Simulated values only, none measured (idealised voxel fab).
Process module, titled voxel self aligned vias
Cross-sectional view cut (width: 245 nm; square cell size: 5 nm).
Just so we're on the same page, the cross-sections are grids of square cells, and they're listed out in bands top to bottom, each band one or more rows deep. Top, bottom (nm), then materials left to right with widths (nm); lone material tagged "throughout" fills the whole band edge to edge; "blank" = empty space. All heights in this document are referenced to 0, defined as the level beneath which the wafer, as received, consists entirely of one material. The lowest band is not bounded below; it extends indefinitely downward and is written in the form "from 0 down". A width such as "30 to 40" changes by the same amount from each row of cells to the next, from the band's top row to its bottom row. Where a step carries "no change", the cross-section came out of it unchanged, cell for cell. "Encapsulated voids" specifies each empty space that is not open to the top and that occupies no fewer than 8 cells, using the form width x height at distance, the distance measured from the left edge and all three quantities in nm. after a step's settings: what the simulator itself notes on the step. When a step includes a mask, the "overlay nm" setting on its line states how far to the right of its planned place that mask lay, and negative values state how far to the left. Each pair of cross-sections that follows straddles one process step: the one shows the state before the step, the other the state after it, down to the lowest band that changed and no further. The step in question, and its settings, are given under the pair. Note that a pair is not necessarily a continuation of the pair above it, since pairs can come from different runs of this module on the same starting wafer; it is a continuation only where its entry headed "Snapshot before" says so.
# Snapshot before
    from 75 to 65: Ru throughout
    from 65 to 60: 35 nm TiN, then 30 nm Ru, then 40 nm TiN, then 30 nm Ru, then 40 nm TiN, then 30 nm Ru, then 40 nm TiN
    from 60 to 35: 30 nm lowk, then 5 nm TiN, then 30 nm Ru, then 5 nm TiN, then 30 nm lowk, then 5 nm TiN, then 30 nm Ru, then 5 nm TiN, then 30 nm lowk, then 5 nm TiN, then 30 nm Ru, then 5 nm TiN, then 35 nm lowk
    from 35 to 30: 30 nm lowk, then 40 nm TiN, then 30 nm lowk, then 40 nm TiN, then 30 nm lowk, then 40 nm TiN, then 35 nm lowk
    from 30 to 25: 30 nm lowk, then 5 nm TiN, then 30 nm W, then 5 nm TiN, then 30 nm lowk, then 5 nm TiN, then 30 nm W, then 5 nm TiN, then 30 nm lowk, then 5 nm TiN, then 30 nm W, then 5 nm TiN, then 35 nm lowk
    from 25 to 20: 30 nm lowk, then 40 nm TiN, then 30 nm lowk, then 40 nm TiN, then 30 nm lowk, then 40 nm TiN, then 35 nm lowk
    from 20 to 15: SiCN throughout
    from 15 to 0: SiO2 throughout
    from 0 down: Si throughout
    Encapsulated voids: none
# Sectional View, Post-Process
    from 60 to 35: 30 nm lowk, then 5 nm TiN, then 30 nm Ru, then 5 nm TiN, then 30 nm lowk, then 5 nm TiN, then 30 nm Ru, then 5 nm TiN, then 30 nm lowk, then 5 nm TiN, then 30 nm Ru, then 5 nm TiN, then 35 nm lowk
    At heights below 35, the structure remains unaltered.
    Encapsulated voids: none
Step that separates the before view from the after view above: CMP (height nm 60)
Snapshot before: look at the pair above, its after cross-section is where this step starts.
# Sectional View, Post-Process
    from 65 to 60: SiCN throughout
    At heights below 60, the structure remains unaltered.
    Encapsulated voids: none
Step that separates the before view from the after view above: CONFORMAL_DEP (material SiCN; thk nm 5)
# Snapshot before
    from 50 to 40: aC throughout
    from 40 to 20: lowk throughout
    from 20 to 15: SiCN throughout
    from 15 to 0: SiO2 throughout
    from 0 down: Si throughout
    Encapsulated voids: none
# Sectional View, Post-Process
    from 80 to 50: 45 nm resist, then 30 nm blank, then 40 nm resist, then 30 nm blank, then 40 nm resist, then 30 nm blank, then 30 nm resist
    At heights below 50, the structure remains unaltered.
    Encapsulated voids: none
Step that separates the before view from the after view above: PATTERN (tone open; mask id LINES; material resist; width nm 30; pitch nm 70; thk nm 30; overlay nm 10)
Snapshot before: look at the pair above, its after cross-section is where this step starts.
# Sectional View, Post-Process
    from 70 to 50: 45 nm resist, then 30 nm blank, then 40 nm resist, then 30 nm blank, then 40 nm resist, then 30 nm blank, then 30 nm resist
    from 50 to 40: 45 nm aC, then 30 nm blank, then 40 nm aC, then 30 nm blank, then 40 nm aC, then 30 nm blank, then 30 nm aC
    At heights below 40, the structure remains unaltered.
    Encapsulated voids: none
Step that separates the before view from the after view above: DIRECTIONAL_ETCH (etch materials aC; depth nm 10)
Snapshot before: look at the pair above, its after cross-section is where this step starts.
# Sectional View, Post-Process
    from 50 to 40: 45 nm aC, then 30 nm blank, then 40 nm aC, then 30 nm blank, then 40 nm aC, then 30 nm blank, then 30 nm aC
    At heights below 40, the structure remains unaltered.
    Encapsulated voids: none
Step that separates the before view from the after view above: STRIP (etch materials resist)
Snapshot before: look at the pair above, its after cross-section is where this step starts.
# Sectional View, Post-Process
    from 50 to 40: 45 nm aC, then 30 nm blank, then 40 nm aC, then 30 nm blank, then 40 nm aC, then 30 nm blank, then 30 nm aC
    from 40 to 20: 45 nm lowk, then 30 nm blank, then 40 nm lowk, then 30 nm blank, then 40 nm lowk, then 30 nm blank, then 30 nm lowk
    At heights below 20, the structure remains unaltered.
    Encapsulated voids: none
Step that separates the before view from the after view above: DIRECTIONAL_ETCH (etch materials lowk; depth nm 20)
Snapshot before: look at the pair above, its after cross-section is where this step starts.
# Sectional View, Post-Process
    from 40 to 20: 45 nm lowk, then 30 nm blank, then 40 nm lowk, then 30 nm blank, then 40 nm lowk, then 30 nm blank, then 30 nm lowk
    At heights below 20, the structure remains unaltered.
    Encapsulated voids: none
Step that separates the before view from the after view above: STRIP (etch materials aC)
Snapshot before: look at the pair above, its after cross-section is where this step starts.
# Sectional View, Post-Process
    from 45 to 40: 50 nm TiN, then 20 nm blank, then 50 nm TiN, then 20 nm blank, then 50 nm TiN, then 20 nm blank, then 35 nm TiN
    from 40 to 25: 45 nm lowk, then 5 nm TiN, then 20 nm blank, then 5 nm TiN, then 40 nm lowk, then 5 nm TiN, then 20 nm blank, then 5 nm TiN, then 40 nm lowk, then 5 nm TiN, then 20 nm blank, then 5 nm TiN, then 30 nm lowk
    from 25 to 20: 45 nm lowk, then 30 nm TiN, then 40 nm lowk, then 30 nm TiN, then 40 nm lowk, then 30 nm TiN, then 30 nm lowk
    At heights below 20, the structure remains unaltered.
    Encapsulated voids: none
Step that separates the before view from the after view above: CONFORMAL_DEP (material TiN; thk nm 5)
Snapshot before: look at the pair above, its after cross-section is where this step starts.
# Sectional View, Post-Process
    from 55 to 45: W throughout
    from 45 to 40: 50 nm TiN, then 20 nm W, then 50 nm TiN, then 20 nm W, then 50 nm TiN, then 20 nm W, then 35 nm TiN
    from 40 to 25: 45 nm lowk, then 5 nm TiN, then 20 nm W, then 5 nm TiN, then 40 nm lowk, then 5 nm TiN, then 20 nm W, then 5 nm TiN, then 40 nm lowk, then 5 nm TiN, then 20 nm W, then 5 nm TiN, then 30 nm lowk
    At heights below 25, the structure remains unaltered.
    Encapsulated voids: none
Step that separates the before view from the after view above: FILL_DEP (material W; thk nm 10)
Snapshot before: look at the pair above, its after cross-section is where this step starts.
# Sectional View, Post-Process
    from 40 to 25: 45 nm lowk, then 5 nm TiN, then 20 nm W, then 5 nm TiN, then 40 nm lowk, then 5 nm TiN, then 20 nm W, then 5 nm TiN, then 40 nm lowk, then 5 nm TiN, then 20 nm W, then 5 nm TiN, then 30 nm lowk
    At heights below 25, the structure remains unaltered.
    Encapsulated voids: none
Step that separates the before view from the after view above: CMP (height nm 40)
Snapshot before: look at the pair above, its after cross-section is where this step starts.
# Sectional View, Post-Process
    from 40 to 30: 45 nm lowk, then 30 nm blank, then 40 nm lowk, then 30 nm blank, then 40 nm lowk, then 30 nm blank, then 30 nm lowk
    At heights below 30, the structure remains unaltered.
    Encapsulated voids: none
Step that separates the before view from the after view above: SELECTIVE_ETCH (etch materials W Ru TiN; depth nm 10)
Snapshot before: look at the pair above, its after cross-section is where this step starts.
# Sectional View, Post-Process
    from 50 to 40: SiN throughout
    from 40 to 30: 45 nm lowk, then 30 nm SiN, then 40 nm lowk, then 30 nm SiN, then 40 nm lowk, then 30 nm SiN, then 30 nm lowk
    At heights below 30, the structure remains unaltered.
    Encapsulated voids: none
Step that separates the before view from the after view above: FILL_DEP (material SiN; thk nm 10)
Snapshot before: look at the pair above, its after cross-section is where this step starts.
# Sectional View, Post-Process
    from 40 to 30: 45 nm lowk, then 30 nm SiN, then 40 nm lowk, then 30 nm SiN, then 40 nm lowk, then 30 nm SiN, then 30 nm lowk
    At heights below 30, the structure remains unaltered.
    Encapsulated voids: none
Step that separates the before view from the after view above: CMP (height nm 40)
Snapshot before: look at the pair above, its after cross-section is where this step starts.
# Sectional View, Post-Process
    from 60 to 40: lowk throughout
    At heights below 40, the structure remains unaltered.
    Encapsulated voids: none
Step that separates the before view from the after view above: DIRECTIONAL_DEP (material lowk; thk nm 20)
Snapshot before: look at the pair above, its after cross-section is where this step starts.
# Sectional View, Post-Process
    from 75 to 60: 30 nm resist, then 40 nm blank, then 30 nm resist, then 40 nm blank, then 30 nm resist, then 40 nm blank, then 35 nm resist
    At heights below 60, the structure remains unaltered.
    Encapsulated voids: none
Step that separates the before view from the after view above: PATTERN (tone open; mask id VIAS; material resist; width nm 40; pitch nm 70; thk nm 15; overlay nm 0)
Snapshot before: look at the pair above, its after cross-section is where this step starts.
# Sectional View, Post-Process
    from 75 to 60: 30 nm resist, then 40 nm blank, then 30 nm resist, then 40 nm blank, then 30 nm resist, then 40 nm blank, then 35 nm resist
    from 60 to 40: 30 nm lowk, then 40 nm blank, then 30 nm lowk, then 40 nm blank, then 30 nm lowk, then 40 nm blank, then 35 nm lowk
    At heights below 40, the structure remains unaltered.
    Encapsulated voids: none
Step that separates the before view from the after view above: DIRECTIONAL_ETCH (etch materials lowk; depth nm 20)
Snapshot before: look at the pair above, its after cross-section is where this step starts.
# Sectional View, Post-Process
    from 75 to 60: 30 nm resist, then 40 nm blank, then 30 nm resist, then 40 nm blank, then 30 nm resist, then 40 nm blank, then 35 nm resist
    from 60 to 40: 30 nm lowk, then 40 nm blank, then 30 nm lowk, then 40 nm blank, then 30 nm lowk, then 40 nm blank, then 35 nm lowk
    from 40 to 30: 45 nm lowk, then 25 nm blank, then 5 nm SiN, then 40 nm lowk, then 25 nm blank, then 5 nm SiN, then 40 nm lowk, then 25 nm blank, then 5 nm SiN, then 30 nm lowk
    At heights below 30, the structure remains unaltered.
    Encapsulated voids: none
Step that separates the before view from the after view above: DIRECTIONAL_ETCH (etch materials SiN; depth nm 10)
Snapshot before: look at the pair above, its after cross-section is where this step starts.
# Sectional View, Post-Process
    from 60 to 40: 30 nm lowk, then 40 nm blank, then 30 nm lowk, then 40 nm blank, then 30 nm lowk, then 40 nm blank, then 35 nm lowk
    At heights below 40, the structure remains unaltered.
    Encapsulated voids: none
Step that separates the before view from the after view above: STRIP (etch materials resist)
Snapshot before: look at the pair above, its after cross-section is where this step starts.
# Sectional View, Post-Process
    from 65 to 60: 35 nm TiN, then 30 nm blank, then 40 nm TiN, then 30 nm blank, then 40 nm TiN, then 30 nm blank, then 40 nm TiN
    from 60 to 45: 30 nm lowk, then 5 nm TiN, then 30 nm blank, then 5 nm TiN, then 30 nm lowk, then 5 nm TiN, then 30 nm blank, then 5 nm TiN, then 30 nm lowk, then 5 nm TiN, then 30 nm blank, then 5 nm TiN, then 35 nm lowk
    from 45 to 40: 30 nm lowk, then 20 nm TiN, then 15 nm blank, then 5 nm TiN, then 30 nm lowk, then 20 nm TiN, then 15 nm blank, then 5 nm TiN, then 30 nm lowk, then 20 nm TiN, then 15 nm blank, then 5 nm TiN, then 35 nm lowk
    from 40 to 35: 45 nm lowk, then 5 nm TiN, then 15 nm blank, then 5 nm TiN, then 5 nm SiN, then 40 nm lowk, then 5 nm TiN, then 15 nm blank, then 5 nm TiN, then 5 nm SiN, then 40 nm lowk, then 5 nm TiN, then 15 nm blank, then 5 nm TiN, then 5 nm SiN, then 30 nm lowk
    from 35 to 30: 45 nm lowk, then 25 nm TiN, then 5 nm SiN, then 40 nm lowk, then 25 nm TiN, then 5 nm SiN, then 40 nm lowk, then 25 nm TiN, then 5 nm SiN, then 30 nm lowk
    At heights below 30, the structure remains unaltered.
    Encapsulated voids: none
Step that separates the before view from the after view above: CONFORMAL_DEP (material TiN; thk nm 5)
Snapshot before: look at the pair above, its after cross-section is where this step starts.
# Sectional View, Post-Process
    from 75 to 65: Ru throughout
    from 65 to 60: 35 nm TiN, then 30 nm Ru, then 40 nm TiN, then 30 nm Ru, then 40 nm TiN, then 30 nm Ru, then 40 nm TiN
    from 60 to 45: 30 nm lowk, then 5 nm TiN, then 30 nm Ru, then 5 nm TiN, then 30 nm lowk, then 5 nm TiN, then 30 nm Ru, then 5 nm TiN, then 30 nm lowk, then 5 nm TiN, then 30 nm Ru, then 5 nm TiN, then 35 nm lowk
    from 45 to 40: 30 nm lowk, then 20 nm TiN, then 15 nm Ru, then 5 nm TiN, then 30 nm lowk, then 20 nm TiN, then 15 nm Ru, then 5 nm TiN, then 30 nm lowk, then 20 nm TiN, then 15 nm Ru, then 5 nm TiN, then 35 nm lowk
    from 40 to 35: 45 nm lowk, then 5 nm TiN, then 15 nm Ru, then 5 nm TiN, then 5 nm SiN, then 40 nm lowk, then 5 nm TiN, then 15 nm Ru, then 5 nm TiN, then 5 nm SiN, then 40 nm lowk, then 5 nm TiN, then 15 nm Ru, then 5 nm TiN, then 5 nm SiN, then 30 nm lowk
    At heights below 35, the structure remains unaltered.
    Encapsulated voids: none
Step that separates the before view from the after view above: FILL_DEP (material Ru; thk nm 10)
Snapshot before: look at the pair above, its after cross-section is where this step starts.
# Sectional View, Post-Process
    from 60 to 45: 30 nm lowk, then 5 nm TiN, then 30 nm Ru, then 5 nm TiN, then 30 nm lowk, then 5 nm TiN, then 30 nm Ru, then 5 nm TiN, then 30 nm lowk, then 5 nm TiN, then 30 nm Ru, then 5 nm TiN, then 35 nm lowk
    At heights below 45, the structure remains unaltered.
    Encapsulated voids: none
Step that separates the before view from the after view above: CMP (height nm 60)
Snapshot before: look at the pair above, its after cross-section is where this step starts.
# Sectional View, Post-Process
    from 65 to 60: SiCN throughout
    At heights below 60, the structure remains unaltered.
    Encapsulated voids: none
Step that separates the before view from the after view above: CONFORMAL_DEP (material SiCN; thk nm 5)
# Snapshot before
    from 60 to 40: 30 nm lowk, then 40 nm blank, then 30 nm lowk, then 40 nm blank, then 30 nm lowk, then 40 nm blank, then 35 nm lowk
    from 40 to 30: 35 nm lowk, then 30 nm blank, then 40 nm lowk, then 30 nm blank, then 40 nm lowk, then 30 nm blank, then 40 nm lowk
    from 30 to 25: 35 nm lowk, then 5 nm TiN, then 20 nm W, then 5 nm TiN, then 40 nm lowk, then 5 nm TiN, then 20 nm W, then 5 nm TiN, then 40 nm lowk, then 5 nm TiN, then 20 nm W, then 5 nm TiN, then 40 nm lowk
    from 25 to 20: 35 nm lowk, then 30 nm TiN, then 40 nm lowk, then 30 nm TiN, then 40 nm lowk, then 30 nm TiN, then 40 nm lowk
    from 20 to 15: SiCN throughout
    from 15 to 0: SiO2 throughout
    from 0 down: Si throughout
    Encapsulated voids: none
# Sectional View, Post-Process
    from 65 to 60: 35 nm W, then 30 nm blank, then 40 nm W, then 30 nm blank, then 40 nm W, then 30 nm blank, then 40 nm W
    from 60 to 45: 30 nm lowk, then 5 nm W, then 30 nm blank, then 5 nm W, then 30 nm lowk, then 5 nm W, then 30 nm blank, then 5 nm W, then 30 nm lowk, then 5 nm W, then 30 nm blank, then 5 nm W, then 35 nm lowk
    from 45 to 35: 30 to 35 nm lowk, then 10 to 5 nm W, then 20 nm blank, then 10 to 5 nm W, then 30 to 40 nm lowk, then 10 to 5 nm W, then 20 nm blank, then 10 to 5 nm W, then 30 to 40 nm lowk, then 10 to 5 nm W, then 20 nm blank, then 10 to 5 nm W, then 35 to 40 nm lowk
    from 35 to 30: 35 nm lowk, then 30 nm W, then 40 nm lowk, then 30 nm W, then 40 nm lowk, then 30 nm W, then 40 nm lowk
    At heights below 30, the structure remains unaltered.
    Encapsulated voids: none
Step that separates the before view from the after view above: CONFORMAL_DEP (material W; thk nm 5)
Snapshot before: look at the pair above, its after cross-section is where this step starts.
# Sectional View, Post-Process
    from 75 to 65: Ru throughout
    from 65 to 60: 35 nm W, then 30 nm Ru, then 40 nm W, then 30 nm Ru, then 40 nm W, then 30 nm Ru, then 40 nm W
    from 60 to 45: 30 nm lowk, then 5 nm W, then 30 nm Ru, then 5 nm W, then 30 nm lowk, then 5 nm W, then 30 nm Ru, then 5 nm W, then 30 nm lowk, then 5 nm W, then 30 nm Ru, then 5 nm W, then 35 nm lowk
    from 45 to 35: 30 to 35 nm lowk, then 10 to 5 nm W, then 20 nm Ru, then 10 to 5 nm W, then 30 to 40 nm lowk, then 10 to 5 nm W, then 20 nm Ru, then 10 to 5 nm W, then 30 to 40 nm lowk, then 10 to 5 nm W, then 20 nm Ru, then 10 to 5 nm W, then 35 to 40 nm lowk
    At heights below 35, the structure remains unaltered.
    Encapsulated voids: none
Step that separates the before view from the after view above: FILL_DEP (material Ru; thk nm 10)
Snapshot before: look at the pair above, its after cross-section is where this step starts.
# Sectional View, Post-Process
    from 60 to 45: 30 nm lowk, then 5 nm W, then 30 nm Ru, then 5 nm W, then 30 nm lowk, then 5 nm W, then 30 nm Ru, then 5 nm W, then 30 nm lowk, then 5 nm W, then 30 nm Ru, then 5 nm W, then 35 nm lowk
    At heights below 45, the structure remains unaltered.
    Encapsulated voids: none
Step that separates the before view from the after view above: CMP (height nm 60)
Snapshot before: look at the pair above, its after cross-section is where this step starts.
# Sectional View, Post-Process
    from 65 to 60: SiCN throughout
    At heights below 60, the structure remains unaltered.
    Encapsulated voids: none
Step that separates the before view from the after view above: CONFORMAL_DEP (material SiCN; thk nm 5)
# Snapshot before
    from 60 to 40: lowk throughout
    from 40 to 30: 35 nm lowk, then 30 nm SiN, then 40 nm lowk, then 30 nm SiN, then 40 nm lowk, then 30 nm SiN, then 40 nm lowk
    from 30 to 25: 35 nm lowk, then 5 nm TiN, then 20 nm W, then 5 nm TiN, then 40 nm lowk, then 5 nm TiN, then 20 nm W, then 5 nm TiN, then 40 nm lowk, then 5 nm TiN, then 20 nm W, then 5 nm TiN, then 40 nm lowk
    from 25 to 20: 35 nm lowk, then 30 nm TiN, then 40 nm lowk, then 30 nm TiN, then 40 nm lowk, then 30 nm TiN, then 40 nm lowk
    from 20 to 15: SiCN throughout
    from 15 to 0: SiO2 throughout
    from 0 down: Si throughout
    Encapsulated voids: none
# Sectional View, Post-Process
    from 75 to 60: 30 nm blank, then 40 nm resist, then 30 nm blank, then 40 nm resist, then 30 nm blank, then 40 nm resist, then 35 nm blank
    At heights below 60, the structure remains unaltered.
    Encapsulated voids: none
Step that separates the before view from the after view above: PATTERN (tone cover; mask id VIAS; material resist; width nm 40; pitch nm 70; thk nm 15; overlay nm 0)
Snapshot before: look at the pair above, its after cross-section is where this step starts.
# Sectional View, Post-Process
    from 75 to 60: 30 nm blank, then 40 nm resist, then 30 nm blank, then 40 nm resist, then 30 nm blank, then 40 nm resist, then 35 nm blank
    from 60 to 40: 30 nm blank, then 40 nm lowk, then 30 nm blank, then 40 nm lowk, then 30 nm blank, then 40 nm lowk, then 35 nm blank
    At heights below 40, the structure remains unaltered.
    Encapsulated voids: none
Step that separates the before view from the after view above: DIRECTIONAL_ETCH (etch materials lowk; depth nm 20)
Snapshot before: look at the pair above, its after cross-section is where this step starts.
# Sectional View, Post-Process
    from 60 to 40: 30 nm blank, then 40 nm lowk, then 30 nm blank, then 40 nm lowk, then 30 nm blank, then 40 nm lowk, then 35 nm blank
    At heights below 40, the structure remains unaltered.
    Encapsulated voids: none
Step that separates the before view from the after view above: STRIP (etch materials resist)
Snapshot before: look at the pair above, its after cross-section is where this step starts.
# Sectional View, Post-Process
    from 65 to 60: 25 nm blank, then 50 nm TiN, then 20 nm blank, then 50 nm TiN, then 20 nm blank, then 50 nm TiN, then 30 nm blank
    from 60 to 45: 25 nm blank, then 5 nm TiN, then 40 nm lowk, then 5 nm TiN, then 20 nm blank, then 5 nm TiN, then 40 nm lowk, then 5 nm TiN, then 20 nm blank, then 5 nm TiN, then 40 nm lowk, then 5 nm TiN, then 30 nm blank
    from 45 to 40: 30 nm TiN, then 40 nm lowk, then 30 nm TiN, then 40 nm lowk, then 30 nm TiN, then 40 nm lowk, then 35 nm TiN
    At heights below 40, the structure remains unaltered.
    Encapsulated voids: none
Step that separates the before view from the after view above: CONFORMAL_DEP (material TiN; thk nm 5)
Snapshot before: look at the pair above, its after cross-section is where this step starts.
# Sectional View, Post-Process
    from 75 to 65: Ru throughout
    from 65 to 60: 25 nm Ru, then 50 nm TiN, then 20 nm Ru, then 50 nm TiN, then 20 nm Ru, then 50 nm TiN, then 30 nm Ru
    from 60 to 45: 25 nm Ru, then 5 nm TiN, then 40 nm lowk, then 5 nm TiN, then 20 nm Ru, then 5 nm TiN, then 40 nm lowk, then 5 nm TiN, then 20 nm Ru, then 5 nm TiN, then 40 nm lowk, then 5 nm TiN, then 30 nm Ru
    At heights below 45, the structure remains unaltered.
    Encapsulated voids: none
Step that separates the before view from the after view above: FILL_DEP (material Ru; thk nm 10)
Snapshot before: look at the pair above, its after cross-section is where this step starts.
# Sectional View, Post-Process
    from 60 to 45: 25 nm Ru, then 5 nm TiN, then 40 nm lowk, then 5 nm TiN, then 20 nm Ru, then 5 nm TiN, then 40 nm lowk, then 5 nm TiN, then 20 nm Ru, then 5 nm TiN, then 40 nm lowk, then 5 nm TiN, then 30 nm Ru
    At heights below 45, the structure remains unaltered.
    Encapsulated voids: none
Step that separates the before view from the after view above: CMP (height nm 60)
Snapshot before: look at the pair above, its after cross-section is where this step starts.
# Sectional View, Post-Process
    from 65 to 60: SiCN throughout
    At heights below 60, the structure remains unaltered.
    Encapsulated voids: none
Step that separates the before view from the after view above: CONFORMAL_DEP (material SiCN; thk nm 5)
